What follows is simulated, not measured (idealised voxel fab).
Process module, titled voxel double patterning
The cross-section shown here is cut; it is 300 nm wide and divided into square cells measuring 5 nm on a side.
Throughout this document, each cross-section is represented as a grid of square cells and is presented as a sequence of bands enumerated from the top downward, where a band comprises one or more rows of cells.
What a band's entry tells you: where the top is and where the bottom is, as heights in nm, and after that what lies inside, material by material from left to right, each with its width in nm. Empty space is written as the word "blank", and a single material marked with the word "throughout" occupies the band from edge to edge.
Heights are reckoned from 0. Under this level, the received wafer is all of one material. The bottommost band is open-ended downward, for example "z 0 and below".
Width: "30 to 40" (first number = top row, second number = bottom row, same change from row to row of cells).
"remained the same" for a step: no cell of the cross-section changed in that step.
In "Sealed void listing" the enclosed voids are listed, meaning empty spaces of 8 cells or larger without any opening to the top. The form is width x height at distance, distance from the left edge, units nm.
Formally, on a step line, whatever follows the settings is a remark that the simulator itself makes on the step.
The optional step-line setting "overlay nm" applies to steps with a mask and quantifies how far to the right of its planned location the mask lay, a negative value indicating leftward placement.
Every pair from here on: before one process step, after it. The after cross-section reaches only to the lowest band that changed. Below the pair: the step in between and its settings. Pairs can belong to different runs of this module on the same starting wafer; a pair carries on from the pair above only if the entry headed "Prior to processing" says so.

Prior to processing:
  z 45 to 30 = aC throughout
  z 30 to 20 = SiCN throughout
  z 20 to 5 = W throughout
  z 5 to 0 = aC throughout
  z 0 and below = Si throughout
  Sealed void listing: none

After the Step:
  z 75 to 45 = resist: 90; blank: 15; resist: 35; blank: 15; resist: 35; blank: 15; resist: 95
  Rest of section, below 45: as before.
  Sealed void listing: none
Step sandwiched between the two cross-sections above: PATTERN with tone open, mask id FIRST, material resist, width nm 15, pitch nm 50, thk nm 30, overlay nm 0

Prior to processing: This step starts from the configuration shown after the step in the pair immediately above.

After the Step:
  z 60 to 45 = resist: 90; blank: 15; resist: 35; blank: 15; resist: 35; blank: 15; resist: 95
  z 45 to 30 = aC: 90; blank: 15; aC: 35; blank: 15; aC: 35; blank: 15; aC: 95
  Rest of section, below 30: as before.
  Sealed void listing: none
Step sandwiched between the two cross-sections above: DIRECTIONAL_ETCH with etch materials aC, depth nm 15

Prior to processing: This step starts from the configuration shown after the step in the pair immediately above.

After the Step:
  z 45 to 30 = aC: 90; blank: 15; aC: 35; blank: 15; aC: 35; blank: 15; aC: 95
  Rest of section, below 30: as before.
  Sealed void listing: none
Step sandwiched between the two cross-sections above: STRIP with etch materials resist

Prior to processing: This step starts from the configuration shown after the step in the pair immediately above.

After the Step:
  z 45 to 30 = aC: 90; blank: 15; aC: 35; blank: 15; aC: 35; blank: 15; aC: 95
  z 30 to 20 = SiCN: 90; blank: 15; SiCN: 35; blank: 15; SiCN: 35; blank: 15; SiCN: 95
  Rest of section, below 20: as before.
  Sealed void listing: none
Step sandwiched between the two cross-sections above: DIRECTIONAL_ETCH with etch materials SiCN, depth nm 10

Prior to processing: This step starts from the configuration shown after the step in the pair immediately above.

After the Step:
  z 30 to 20 = SiCN: 90; blank: 15; SiCN: 35; blank: 15; SiCN: 35; blank: 15; SiCN: 95
  Rest of section, below 20: as before.
  Sealed void listing: none
Step sandwiched between the two cross-sections above: STRIP with etch materials aC

Prior to processing: This step starts from the configuration shown after the step in the pair immediately above.

After the Step:
  z 45 to 30 = resist: 115; blank: 15; resist: 35; blank: 15; resist: 120
  z 30 to 20 = SiCN: 90; resist: 15; SiCN: 35; resist: 15; SiCN: 35; resist: 15; SiCN: 95
  Rest of section, below 20: as before.
  Sealed void listing: none
Step sandwiched between the two cross-sections above: PATTERN with tone open, mask id SECOND, material resist, width nm 15, pitch nm 50, thk nm 15, overlay nm 0

Prior to processing: This step starts from the configuration shown after the step in the pair immediately above.

After the Step:
  z 45 to 30 = resist: 115; blank: 15; resist: 35; blank: 15; resist: 120
  z 30 to 20 = SiCN: 90; resist: 15; SiCN: 10; blank: 15; SiCN: 10; resist: 15; SiCN: 10; blank: 15; SiCN: 10; resist: 15; SiCN: 95
  Rest of section, below 20: as before.
  Sealed void listing: none
Step sandwiched between the two cross-sections above: DIRECTIONAL_ETCH with etch materials SiCN, depth nm 10

Prior to processing: This step starts from the configuration shown after the step in the pair immediately above.

After the Step:
  z 30 to 20 = SiCN: 90; blank: 15; SiCN: 10; blank: 15; SiCN: 10; blank: 15; SiCN: 10; blank: 15; SiCN: 10; blank: 15; SiCN: 95
  Rest of section, below 20: as before.
  Sealed void listing: none
Step sandwiched between the two cross-sections above: STRIP with etch materials resist

Prior to processing: This step starts from the configuration shown after the step in the pair immediately above.

After the Step:
  z 30 to 20 = SiCN: 90; blank: 15; SiCN: 10; blank: 15; SiCN: 10; blank: 15; SiCN: 10; blank: 15; SiCN: 10; blank: 15; SiCN: 95
  z 20 to 5 = W: 90; blank: 15; W: 10; blank: 15; W: 10; blank: 15; W: 10; blank: 15; W: 10; blank: 15; W: 95
  Rest of section, below 5: as before.
  Sealed void listing: none
Step sandwiched between the two cross-sections above: DIRECTIONAL_ETCH with etch materials W, depth nm 15

Prior to processing: This step starts from the configuration shown after the step in the pair immediately above.

After the Step:
  z 20 to 5 = W: 90; blank: 15; W: 10; blank: 15; W: 10; blank: 15; W: 10; blank: 15; W: 10; blank: 15; W: 95
  Rest of section, below 5: as before.
  Sealed void listing: none
Step sandwiched between the two cross-sections above: STRIP with etch materials SiCN

Prior to processing:
  z 45 to 30 = aC throughout
  z 30 to 20 = SiCN throughout
  z 20 to 5 = W throughout
  z 5 to 0 = SiO2 throughout
  z 0 and below = Si throughout
  Sealed void listing: none

After the Step:
  z 75 to 45 = blank: 90; resist: 15; blank: 35; resist: 15; blank: 35; resist: 15; blank: 95
  Rest of section, below 45: as before.
  Sealed void listing: none
Step sandwiched between the two cross-sections above: PATTERN with tone cover, mask id FIRST, material resist, width nm 15, pitch nm 50, thk nm 30, overlay nm 0

Prior to processing: This step starts from the configuration shown after the step in the pair immediately above.

After the Step:
  z 60 to 45 = blank: 90; resist: 15; blank: 35; resist: 15; blank: 35; resist: 15; blank: 95
  z 45 to 30 = blank: 90; aC: 15; blank: 35; aC: 15; blank: 35; aC: 15; blank: 95
  Rest of section, below 30: as before.
  Sealed void listing: none
Step sandwiched between the two cross-sections above: DIRECTIONAL_ETCH with etch materials aC, depth nm 15

Prior to processing: This step starts from the configuration shown after the step in the pair immediately above.

After the Step:
  z 45 to 30 = blank: 90; aC: 15; blank: 35; aC: 15; blank: 35; aC: 15; blank: 95
  Rest of section, below 30: as before.
  Sealed void listing: none
Step sandwiched between the two cross-sections above: STRIP with etch materials resist

Prior to processing: This step starts from the configuration shown after the step in the pair immediately above.

After the Step:
  z 45 to 30 = blank: 90; aC: 15; blank: 35; aC: 15; blank: 35; aC: 15; blank: 95
  z 30 to 20 = blank: 90; SiCN: 15; blank: 35; SiCN: 15; blank: 35; SiCN: 15; blank: 95
  Rest of section, below 20: as before.
  Sealed void listing: none
Step sandwiched between the two cross-sections above: DIRECTIONAL_ETCH with etch materials SiCN, depth nm 10

Prior to processing: This step starts from the configuration shown after the step in the pair immediately above.

After the Step:
  z 30 to 20 = blank: 90; SiCN: 15; blank: 35; SiCN: 15; blank: 35; SiCN: 15; blank: 95
  Rest of section, below 20: as before.
  Sealed void listing: none
Step sandwiched between the two cross-sections above: STRIP with etch materials aC

Prior to processing: This step starts from the configuration shown after the step in the pair immediately above.

After the Step:
  z 45 to 30 = resist: 115; blank: 15; resist: 35; blank: 15; resist: 120
  z 30 to 20 = resist: 90; SiCN: 15; resist: 10; blank: 15; resist: 10; SiCN: 15; resist: 10; blank: 15; resist: 10; SiCN: 15; resist: 95
  Rest of section, below 20: as before.
  Sealed void listing: none
Step sandwiched between the two cross-sections above: PATTERN with tone open, mask id SECOND, material resist, width nm 15, pitch nm 50, thk nm 15, overlay nm 0

Prior to processing: This step starts from the configuration shown after the step in the pair immediately above.

After the Step:
  z 30 to 20 = blank: 90; SiCN: 15; blank: 35; SiCN: 15; blank: 35; SiCN: 15; blank: 95
  Rest of section, below 20: as before.
  Sealed void listing: none
Step sandwiched between the two cross-sections above: STRIP with etch materials resist

Prior to processing: This step starts from the configuration shown after the step in the pair immediately above.

After the Step:
  z 30 to 20 = blank: 90; SiCN: 15; blank: 35; SiCN: 15; blank: 35; SiCN: 15; blank: 95
  z 20 to 5 = blank: 90; W: 15; blank: 35; W: 15; blank: 35; W: 15; blank: 95
  Rest of section, below 5: as before.
  Sealed void listing: none
Step sandwiched between the two cross-sections above: DIRECTIONAL_ETCH with etch materials W, depth nm 15

Prior to processing: This step starts from the configuration shown after the step in the pair immediately above.

After the Step:
  z 20 to 5 = blank: 90; W: 15; blank: 35; W: 15; blank: 35; W: 15; blank: 95
  Rest of section, below 5: as before.
  Sealed void listing: none
Step sandwiched between the two cross-sections above: STRIP with etch materials SiCN
